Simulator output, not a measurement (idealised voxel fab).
The following is a process module called voxel wiring stack.
cross-section cut | 300 nm wide | cells 5 nm
Just so we're on the same page, the cross-sections are grids of square cells, and they're listed out in bands top to bottom, each band one or more rows deep.
This entry defines a band. It first specifies the height of the band's top and the height of its bottom in nm, and then specifies the band's materials from left to right, stating each material with its width in nm. The word "edge to edge" identifies a single material that fills the band from edge to edge, while the word "blank" identifies empty space.
For the purposes of this specification, 0 denotes the height below which the wafer in its as-received condition is composed wholly of one material, and the lowermost band, lacking a lower limit, extends downward without end, as expressed in "top 0, no bottom".
Top row gets the first number, bottom row gets the second, and each row in between changes by the same step: that is how a band width like "30->40" works.
Reading "remained unchanged" for a step: not a cell of the cross-section changed in it.
"Sealed cavities" - sealed voids, min. 8 cells, no opening to top; format: width x height at distance (distance from left edge; nm throughout).
Note: text after step settings on the step line = simulator remark on that step.
Among the settings permitted on a step's line is "overlay nm"; applied to a step with a mask, it specifies the extent to which the mask lay to the right of its planned position, whereas a negative figure signifies a position to the left.

[The following list gives the planned process steps]
| 1 | RECEIVE,material Si |
| 2 | CONFORMAL_DEP,material SiO2,thk nm 15 |
| 3 | DIRECTIONAL_DEP,material TiN,thk nm 5 |
| 4 | DIRECTIONAL_DEP,material W,thk nm 15 |
| 5 | PATTERN,tone cover,mask id METAL_1,material resist,width nm 25,pitch nm 55,thk nm 20,overlay nm 0 |
| 6 | DIRECTIONAL_ETCH,etch materials W,depth nm 15 |
| 7 | DIRECTIONAL_ETCH,etch materials TiN,depth nm 5 |
| 8 | STRIP,etch materials resist |
| 9 | CONFORMAL_DEP,material SiCN,thk nm 5 |
| 10 | FILL_DEP,material lowk,thk nm 10 |
| 11 | CMP,height nm 35 |
| 12 | CONFORMAL_DEP,material SiCN,thk nm 5 |
| 13 | DIRECTIONAL_DEP,material lowk,thk nm 10 |
| 14 | DIRECTIONAL_DEP,material aC,thk nm 10 |
| 15 | PATTERN,tone open,mask id PLUG_1,material resist,width nm 15,thk nm 25,overlay nm 0 |
| 16 | DIRECTIONAL_ETCH,etch materials aC,depth nm 10 |
| 17 | STRIP,etch materials resist |
| 18 | DIRECTIONAL_ETCH,etch materials lowk,depth nm 10 |
| 19 | DIRECTIONAL_ETCH,etch materials SiCN,depth nm 5 |
| 20 | STRIP,etch materials aC |
| 21 | CONFORMAL_DEP,material TiN,thk nm 5 |
| 22 | FILL_DEP,material Cu,thk nm 5 |
| 23 | CMP,height nm 50 |
| 24 | CONFORMAL_DEP,material SiCN,thk nm 5 |
| 25 | DIRECTIONAL_DEP,material lowk,thk nm 15 |
| 26 | MASKED_ETCH,tone open,mask id METAL_2,width nm 25,pitch nm 55,etch materials lowk,depth nm 15,overlay nm 0 |
| 27 | MASKED_ETCH,tone open,mask id METAL_2,width nm 25,pitch nm 55,etch materials SiCN,depth nm 5,overlay nm 0 |
| 28 | CONFORMAL_DEP,material TiN,thk nm 5 |
| 29 | FILL_DEP,material Cu,thk nm 5 |
| 30 | CMP,height nm 70 |
| 31 | CONFORMAL_DEP,material SiCN,thk nm 5 |
| 32 | DIRECTIONAL_DEP,material lowk,thk nm 15 |
| 33 | PATTERN,tone open,mask id PLUG_2,material resist,width nm 15,thk nm 15,overlay nm 0 |
| 34 | DIRECTIONAL_ETCH,etch materials lowk,depth nm 15 |
| 35 | DIRECTIONAL_ETCH,etch materials SiCN,depth nm 5 |
| 36 | STRIP,etch materials resist |
| 37 | CONFORMAL_DEP,material TiN,thk nm 5 |
| 38 | FILL_DEP,material Cu,thk nm 5 |
| 39 | CMP,height nm 90 |
| 40 | DIRECTIONAL_DEP,material TiN,thk nm 5 |
| 41 | DIRECTIONAL_DEP,material Ru,thk nm 20 |
| 42 | MASKED_ETCH,tone cover,mask id METAL_3,width nm 25,pitch nm 55,etch materials Ru,depth nm 20,overlay nm 0 |
| 43 | MASKED_ETCH,tone cover,mask id METAL_3,width nm 25,pitch nm 55,etch materials TiN,depth nm 5,overlay nm 0 |
| 44 | CONFORMAL_DEP,material SiCN,thk nm 5 |
| 45 | FILL_DEP,material SiO2,thk nm 5 |
| 46 | CMP,height nm 115 |
| 47 | CONFORMAL_DEP,material SiCN,thk nm 5 |
| 48 | DIRECTIONAL_DEP,material lowk,thk nm 30 |
| 49 | PATTERN,tone open,mask id METAL_4_HOLES,material resist,width nm 15,pitch nm 55,thk nm 20,overlay nm 0 |
| 50 | DIRECTIONAL_ETCH,etch materials lowk,depth nm 30 |
| 51 | STRIP,etch materials resist |
| 52 | PATTERN,tone open,mask id METAL_4,material resist,width nm 25,pitch nm 55,thk nm 15,overlay nm 0 |
| 53 | DIRECTIONAL_ETCH,etch materials lowk,depth nm 15 |
| 54 | DIRECTIONAL_ETCH,etch materials SiCN,depth nm 5 |
| 55 | STRIP,etch materials resist |
| 56 | CONFORMAL_DEP,material TiN,thk nm 5 |
| 57 | FILL_DEP,material Cu,thk nm 10 |
| 58 | CMP,height nm 150 |
| 59 | CONFORMAL_DEP,material SiN,thk nm 5 |

[Concerning the first of two wafers, which was run in accordance with the plan]

[Wafer as received: cross-section following step 1]
top 0, no bottom: Si edge to edge
Sealed cavities: none

[The wafer in cross-section once step 2 is complete]
top 15, bottom 0: SiO2 edge to edge
Whatever lies below 0 is exactly as it was before.

[The wafer in cross-section once step 3 is complete]
top 20, bottom 15: TiN edge to edge
Whatever lies below 15 is exactly as it was before.

[The wafer in cross-section once step 4 is complete]
top 35, bottom 20: W edge to edge
Whatever lies below 20 is exactly as it was before.

[The wafer in cross-section once step 5 is complete]
top 55, bottom 35: blank 110 nm; resist 25 nm; blank 30 nm; resist 25 nm; blank 110 nm
Whatever lies below 35 is exactly as it was before.

[The wafer in cross-section once step 6 is complete]
top 55, bottom 35: blank 110 nm; resist 25 nm; blank 30 nm; resist 25 nm; blank 110 nm
top 35, bottom 20: blank 110 nm; W 25 nm; blank 30 nm; W 25 nm; blank 110 nm
Whatever lies below 20 is exactly as it was before.

[The wafer in cross-section once step 7 is complete]
top 55, bottom 35: blank 110 nm; resist 25 nm; blank 30 nm; resist 25 nm; blank 110 nm
top 35, bottom 20: blank 110 nm; W 25 nm; blank 30 nm; W 25 nm; blank 110 nm
top 20, bottom 15: blank 110 nm; TiN 25 nm; blank 30 nm; TiN 25 nm; blank 110 nm
Whatever lies below 15 is exactly as it was before.

[The wafer in cross-section once step 8 is complete]
top 35, bottom 20: blank 110 nm; W 25 nm; blank 30 nm; W 25 nm; blank 110 nm
Whatever lies below 20 is exactly as it was before.

[The wafer in cross-section once step 9 is complete]
top 40, bottom 35: blank 105 nm; SiCN 35 nm; blank 20 nm; SiCN 35 nm; blank 105 nm
top 35, bottom 20: blank 105 nm; SiCN 5 nm; W 25 nm; SiCN 5 nm; blank 20 nm; SiCN 5 nm; W 25 nm; SiCN 5 nm; blank 105 nm
top 20, bottom 15: SiCN 110 nm; TiN 25 nm; SiCN 30 nm; TiN 25 nm; SiCN 110 nm
Whatever lies below 15 is exactly as it was before.

[The wafer in cross-section once step 10 is complete]
top 50, bottom 40: lowk edge to edge
top 40, bottom 35: lowk 105 nm; SiCN 35 nm; lowk 20 nm; SiCN 35 nm; lowk 105 nm
top 35, bottom 20: lowk 105 nm; SiCN 5 nm; W 25 nm; SiCN 5 nm; lowk 20 nm; SiCN 5 nm; W 25 nm; SiCN 5 nm; lowk 105 nm
Whatever lies below 20 is exactly as it was before.

[The wafer in cross-section once step 11 is complete]
top 35, bottom 20: lowk 105 nm; SiCN 5 nm; W 25 nm; SiCN 5 nm; lowk 20 nm; SiCN 5 nm; W 25 nm; SiCN 5 nm; lowk 105 nm
Whatever lies below 20 is exactly as it was before.

[The wafer in cross-section once step 12 is complete]
top 40, bottom 35: SiCN edge to edge
Whatever lies below 35 is exactly as it was before.

[The wafer in cross-section once step 13 is complete]
top 50, bottom 40: lowk edge to edge
Whatever lies below 40 is exactly as it was before.

[The wafer in cross-section once step 14 is complete]
top 60, bottom 50: aC edge to edge
Whatever lies below 50 is exactly as it was before.

[The wafer in cross-section once step 15 is complete]
top 85, bottom 60: resist 110 nm; blank 15 nm; resist 175 nm
Whatever lies below 60 is exactly as it was before.

[The wafer in cross-section once step 16 is complete]
top 75, bottom 60: resist 110 nm; blank 15 nm; resist 175 nm
top 60, bottom 50: aC 110 nm; blank 15 nm; aC 175 nm
Whatever lies below 50 is exactly as it was before.

[The wafer in cross-section once step 17 is complete]
top 60, bottom 50: aC 110 nm; blank 15 nm; aC 175 nm
Whatever lies below 50 is exactly as it was before.

[The wafer in cross-section once step 18 is complete]
top 60, bottom 50: aC 110 nm; blank 15 nm; aC 175 nm
top 50, bottom 40: lowk 110 nm; blank 15 nm; lowk 175 nm
Whatever lies below 40 is exactly as it was before.

[The wafer in cross-section once step 19 is complete]
top 60, bottom 50: aC 110 nm; blank 15 nm; aC 175 nm
top 50, bottom 40: lowk 110 nm; blank 15 nm; lowk 175 nm
top 40, bottom 35: SiCN 110 nm; blank 15 nm; SiCN 175 nm
Whatever lies below 35 is exactly as it was before.

[The wafer in cross-section once step 20 is complete]
top 50, bottom 40: lowk 110 nm; blank 15 nm; lowk 175 nm
Whatever lies below 40 is exactly as it was before.

[The wafer in cross-section once step 21 is complete]
top 55, bottom 50: TiN 115 nm; blank 5 nm; TiN 180 nm
top 50, bottom 40: lowk 110 nm; TiN 5 nm; blank 5 nm; TiN 5 nm; lowk 175 nm
top 40, bottom 35: SiCN 110 nm; TiN 15 nm; SiCN 175 nm
Whatever lies below 35 is exactly as it was before.

[The wafer in cross-section once step 22 is complete]
top 60, bottom 55: Cu edge to edge
top 55, bottom 50: TiN 115 nm; Cu 5 nm; TiN 180 nm
top 50, bottom 40: lowk 110 nm; TiN 5 nm; Cu 5 nm; TiN 5 nm; lowk 175 nm
Whatever lies below 40 is exactly as it was before.

[The wafer in cross-section once step 23 is complete]
top 50, bottom 40: lowk 110 nm; TiN 5 nm; Cu 5 nm; TiN 5 nm; lowk 175 nm
Whatever lies below 40 is exactly as it was before.

[The wafer in cross-section once step 24 is complete]
top 55, bottom 50: SiCN edge to edge
Whatever lies below 50 is exactly as it was before.

[The wafer in cross-section once step 25 is complete]
top 70, bottom 55: lowk edge to edge
Whatever lies below 55 is exactly as it was before.

[The wafer in cross-section once step 26 is complete]
top 70, bottom 55: lowk 110 nm; blank 25 nm; lowk 30 nm; blank 25 nm; lowk 110 nm
Whatever lies below 55 is exactly as it was before.

[The wafer in cross-section once step 27 is complete]
top 70, bottom 55: lowk 110 nm; blank 25 nm; lowk 30 nm; blank 25 nm; lowk 110 nm
top 55, bottom 50: SiCN 110 nm; blank 25 nm; SiCN 30 nm; blank 25 nm; SiCN 110 nm
Whatever lies below 50 is exactly as it was before.

[The wafer in cross-section once step 28 is complete]
top 75, bottom 70: TiN 115 nm; blank 15 nm; TiN 40 nm; blank 15 nm; TiN 115 nm
top 70, bottom 55: lowk 110 nm; TiN 5 nm; blank 15 nm; TiN 5 nm; lowk 30 nm; TiN 5 nm; blank 15 nm; TiN 5 nm; lowk 110 nm
top 55, bottom 50: SiCN 110 nm; TiN 25 nm; SiCN 30 nm; TiN 25 nm; SiCN 110 nm
Whatever lies below 50 is exactly as it was before.

[The wafer in cross-section once step 29 is complete]
top 80, bottom 75: Cu edge to edge
top 75, bottom 70: TiN 115 nm; Cu 15 nm; TiN 40 nm; Cu 15 nm; TiN 115 nm
top 70, bottom 55: lowk 110 nm; TiN 5 nm; Cu 15 nm; TiN 5 nm; lowk 30 nm; TiN 5 nm; Cu 15 nm; TiN 5 nm; lowk 110 nm
Whatever lies below 55 is exactly as it was before.

[The wafer in cross-section once step 30 is complete]
top 70, bottom 55: lowk 110 nm; TiN 5 nm; Cu 15 nm; TiN 5 nm; lowk 30 nm; TiN 5 nm; Cu 15 nm; TiN 5 nm; lowk 110 nm
Whatever lies below 55 is exactly as it was before.

[The wafer in cross-section once step 31 is complete]
top 75, bottom 70: SiCN edge to edge
Whatever lies below 70 is exactly as it was before.

[The wafer in cross-section once step 32 is complete]
top 90, bottom 75: lowk edge to edge
Whatever lies below 75 is exactly as it was before.

[The wafer in cross-section once step 33 is complete]
top 105, bottom 90: resist 110 nm; blank 15 nm; resist 175 nm
Whatever lies below 90 is exactly as it was before.

[The wafer in cross-section once step 34 is complete]
top 105, bottom 90: resist 110 nm; blank 15 nm; resist 175 nm
top 90, bottom 75: lowk 110 nm; blank 15 nm; lowk 175 nm
Whatever lies below 75 is exactly as it was before.

[The wafer in cross-section once step 35 is complete]
top 105, bottom 90: resist 110 nm; blank 15 nm; resist 175 nm
top 90, bottom 75: lowk 110 nm; blank 15 nm; lowk 175 nm
top 75, bottom 70: SiCN 110 nm; blank 15 nm; SiCN 175 nm
Whatever lies below 70 is exactly as it was before.

[The wafer in cross-section once step 36 is complete]
top 90, bottom 75: lowk 110 nm; blank 15 nm; lowk 175 nm
Whatever lies below 75 is exactly as it was before.

[The wafer in cross-section once step 37 is complete]
top 95, bottom 90: TiN 115 nm; blank 5 nm; TiN 180 nm
top 90, bottom 75: lowk 110 nm; TiN 5 nm; blank 5 nm; TiN 5 nm; lowk 175 nm
top 75, bottom 70: SiCN 110 nm; TiN 15 nm; SiCN 175 nm
Whatever lies below 70 is exactly as it was before.

[The wafer in cross-section once step 38 is complete]
top 100, bottom 95: Cu edge to edge
top 95, bottom 90: TiN 115 nm; Cu 5 nm; TiN 180 nm
top 90, bottom 75: lowk 110 nm; TiN 5 nm; Cu 5 nm; TiN 5 nm; lowk 175 nm
Whatever lies below 75 is exactly as it was before.

[The wafer in cross-section once step 39 is complete]
top 90, bottom 75: lowk 110 nm; TiN 5 nm; Cu 5 nm; TiN 5 nm; lowk 175 nm
Whatever lies below 75 is exactly as it was before.

[The wafer in cross-section once step 40 is complete]
top 95, bottom 90: TiN edge to edge
Whatever lies below 90 is exactly as it was before.

[The wafer in cross-section once step 41 is complete]
top 115, bottom 95: Ru edge to edge
Whatever lies below 95 is exactly as it was before.

[The wafer in cross-section once step 42 is complete]
top 115, bottom 95: blank 110 nm; Ru 25 nm; blank 30 nm; Ru 25 nm; blank 110 nm
Whatever lies below 95 is exactly as it was before.

[The wafer in cross-section once step 43 is complete]
top 115, bottom 95: blank 110 nm; Ru 25 nm; blank 30 nm; Ru 25 nm; blank 110 nm
top 95, bottom 90: blank 110 nm; TiN 25 nm; blank 30 nm; TiN 25 nm; blank 110 nm
Whatever lies below 90 is exactly as it was before.

[The wafer in cross-section once step 44 is complete]
top 120, bottom 115: blank 105 nm; SiCN 35 nm; blank 20 nm; SiCN 35 nm; blank 105 nm
top 115, bottom 95: blank 105 nm; SiCN 5 nm; Ru 25 nm; SiCN 5 nm; blank 20 nm; SiCN 5 nm; Ru 25 nm; SiCN 5 nm; blank 105 nm
top 95, bottom 90: SiCN 110 nm; TiN 25 nm; SiCN 30 nm; TiN 25 nm; SiCN 110 nm
Whatever lies below 90 is exactly as it was before.

[The wafer in cross-section once step 45 is complete]
top 125, bottom 120: SiO2 edge to edge
top 120, bottom 115: SiO2 105 nm; SiCN 35 nm; SiO2 20 nm; SiCN 35 nm; SiO2 105 nm
top 115, bottom 95: SiO2 105 nm; SiCN 5 nm; Ru 25 nm; SiCN 5 nm; SiO2 20 nm; SiCN 5 nm; Ru 25 nm; SiCN 5 nm; SiO2 105 nm
Whatever lies below 95 is exactly as it was before.

[The wafer in cross-section once step 46 is complete]
top 115, bottom 95: SiO2 105 nm; SiCN 5 nm; Ru 25 nm; SiCN 5 nm; SiO2 20 nm; SiCN 5 nm; Ru 25 nm; SiCN 5 nm; SiO2 105 nm
Whatever lies below 95 is exactly as it was before.

[The wafer in cross-section once step 47 is complete]
top 120, bottom 115: SiCN edge to edge
Whatever lies below 115 is exactly as it was before.

[The wafer in cross-section once step 48 is complete]
top 150, bottom 120: lowk edge to edge
Whatever lies below 120 is exactly as it was before.

[The wafer in cross-section once step 49 is complete]
top 170, bottom 150: resist 110 nm; blank 15 nm; resist 40 nm; blank 15 nm; resist 120 nm
Whatever lies below 150 is exactly as it was before.

[The wafer in cross-section once step 50 is complete]
top 170, bottom 150: resist 110 nm; blank 15 nm; resist 40 nm; blank 15 nm; resist 120 nm
top 150, bottom 120: lowk 110 nm; blank 15 nm; lowk 40 nm; blank 15 nm; lowk 120 nm
Whatever lies below 120 is exactly as it was before.

[The wafer in cross-section once step 51 is complete]
top 150, bottom 120: lowk 110 nm; blank 15 nm; lowk 40 nm; blank 15 nm; lowk 120 nm
Whatever lies below 120 is exactly as it was before.

[The wafer in cross-section once step 52 is complete]
top 165, bottom 150: resist 110 nm; blank 25 nm; resist 30 nm; blank 25 nm; resist 110 nm
Whatever lies below 150 is exactly as it was before.

[The wafer in cross-section once step 53 is complete]
top 165, bottom 150: resist 110 nm; blank 25 nm; resist 30 nm; blank 25 nm; resist 110 nm
top 150, bottom 135: lowk 110 nm; blank 25 nm; lowk 30 nm; blank 25 nm; lowk 110 nm
Whatever lies below 135 is exactly as it was before.

[The wafer in cross-section once step 54 is complete]
top 165, bottom 150: resist 110 nm; blank 25 nm; resist 30 nm; blank 25 nm; resist 110 nm
top 150, bottom 135: lowk 110 nm; blank 25 nm; lowk 30 nm; blank 25 nm; lowk 110 nm
top 135, bottom 120: lowk 110 nm; blank 15 nm; lowk 40 nm; blank 15 nm; lowk 120 nm
top 120, bottom 115: SiCN 110 nm; blank 15 nm; SiCN 40 nm; blank 15 nm; SiCN 120 nm
Whatever lies below 115 is exactly as it was before.

[The wafer in cross-section once step 55 is complete]
top 150, bottom 135: lowk 110 nm; blank 25 nm; lowk 30 nm; blank 25 nm; lowk 110 nm
Whatever lies below 135 is exactly as it was before.

[The wafer in cross-section once step 56 is complete]
top 155, bottom 150: TiN 115 nm; blank 15 nm; TiN 40 nm; blank 15 nm; TiN 115 nm
top 150, bottom 140: lowk 110 nm; TiN 5 nm; blank 15 nm; TiN 5 nm; lowk 30 nm; TiN 5 nm; blank 15 nm; TiN 5 nm; lowk 110 nm
top 140, bottom 135: lowk 110 nm; TiN 5 nm; blank 5 nm; TiN 15 nm; lowk 30 nm; TiN 5 nm; blank 5 nm; TiN 15 nm; lowk 110 nm
top 135, bottom 120: lowk 110 nm; TiN 5 nm; blank 5 nm; TiN 5 nm; lowk 40 nm; TiN 5 nm; blank 5 nm; TiN 5 nm; lowk 120 nm
top 120, bottom 115: SiCN 110 nm; TiN 15 nm; SiCN 40 nm; TiN 15 nm; SiCN 120 nm
Whatever lies below 115 is exactly as it was before.

[The wafer in cross-section once step 57 is complete]
top 165, bottom 155: Cu edge to edge
top 155, bottom 150: TiN 115 nm; Cu 15 nm; TiN 40 nm; Cu 15 nm; TiN 115 nm
top 150, bottom 140: lowk 110 nm; TiN 5 nm; Cu 15 nm; TiN 5 nm; lowk 30 nm; TiN 5 nm; Cu 15 nm; TiN 5 nm; lowk 110 nm
top 140, bottom 135: lowk 110 nm; TiN 5 nm; Cu 5 nm; TiN 15 nm; lowk 30 nm; TiN 5 nm; Cu 5 nm; TiN 15 nm; lowk 110 nm
top 135, bottom 120: lowk 110 nm; TiN 5 nm; Cu 5 nm; TiN 5 nm; lowk 40 nm; TiN 5 nm; Cu 5 nm; TiN 5 nm; lowk 120 nm
Whatever lies below 120 is exactly as it was before.

[The wafer in cross-section once step 58 is complete]
top 150, bottom 140: lowk 110 nm; TiN 5 nm; Cu 15 nm; TiN 5 nm; lowk 30 nm; TiN 5 nm; Cu 15 nm; TiN 5 nm; lowk 110 nm
Whatever lies below 140 is exactly as it was before.

[The wafer in cross-section once step 59 is complete]
top 155, bottom 150: SiN edge to edge
Whatever lies below 150 is exactly as it was before.

[Wafer two: like wafer one in start and plan, but with one mistake in execution; identical up to and including step 46]

[Cross-section: second wafer, time at which step 47 was scheduled to end]
top 145, bottom 115: lowk edge to edge
Whatever lies below 115 is exactly as it was before.

[Cross-section: second wafer, time at which step 48 was scheduled to end]
top 150, bottom 145: SiCN edge to edge
Whatever lies below 145 is exactly as it was before.

[Cross-section: second wafer, time at which step 49 was scheduled to end]
top 170, bottom 150: resist 110 nm; blank 15 nm; resist 40 nm; blank 15 nm; resist 120 nm
Whatever lies below 150 is exactly as it was before.

Cross-section: second wafer, time at which step 50 was scheduled to end: remained unchanged

[Cross-section: second wafer, time at which step 51 was scheduled to end]
top 150, bottom 145: SiCN edge to edge
Whatever lies below 145 is exactly as it was before.

[Cross-section: second wafer, time at which step 52 was scheduled to end]
top 165, bottom 150: resist 110 nm; blank 25 nm; resist 30 nm; blank 25 nm; resist 110 nm
Whatever lies below 150 is exactly as it was before.

Cross-section: second wafer, time at which step 53 was scheduled to end: remained unchanged

[Cross-section: second wafer, time at which step 54 was scheduled to end]
top 165, bottom 150: resist 110 nm; blank 25 nm; resist 30 nm; blank 25 nm; resist 110 nm
top 150, bottom 145: SiCN 110 nm; blank 25 nm; SiCN 30 nm; blank 25 nm; SiCN 110 nm
Whatever lies below 145 is exactly as it was before.

[Cross-section: second wafer, time at which step 55 was scheduled to end]
top 150, bottom 145: SiCN 110 nm; blank 25 nm; SiCN 30 nm; blank 25 nm; SiCN 110 nm
Whatever lies below 145 is exactly as it was before.

[Cross-section: second wafer, time at which step 56 was scheduled to end]
top 155, bottom 150: TiN 115 nm; blank 15 nm; TiN 40 nm; blank 15 nm; TiN 115 nm
top 150, bottom 145: SiCN 110 nm; TiN 25 nm; SiCN 30 nm; TiN 25 nm; SiCN 110 nm
Whatever lies below 145 is exactly as it was before.

[Cross-section: second wafer, time at which step 57 was scheduled to end]
top 165, bottom 155: Cu edge to edge
top 155, bottom 150: TiN 115 nm; Cu 15 nm; TiN 40 nm; Cu 15 nm; TiN 115 nm
Whatever lies below 150 is exactly as it was before.

[Cross-section: second wafer, time at which step 58 was scheduled to end]
top 150, bottom 145: SiCN 110 nm; TiN 25 nm; SiCN 30 nm; TiN 25 nm; SiCN 110 nm
Whatever lies below 145 is exactly as it was before.

[Cross-section: second wafer, time at which step 59 was scheduled to end]
top 155, bottom 150: SiN edge to edge
Whatever lies below 150 is exactly as it was before.
Deviation from plan: order of steps 47 and 48 inverted relative to the plan
Final wafer comparison in cells, second versus first, more or fewer per material: 20 fewer of Cu, 4 fewer of SiCN, 24 fewer of TiN, 48 more of lowk
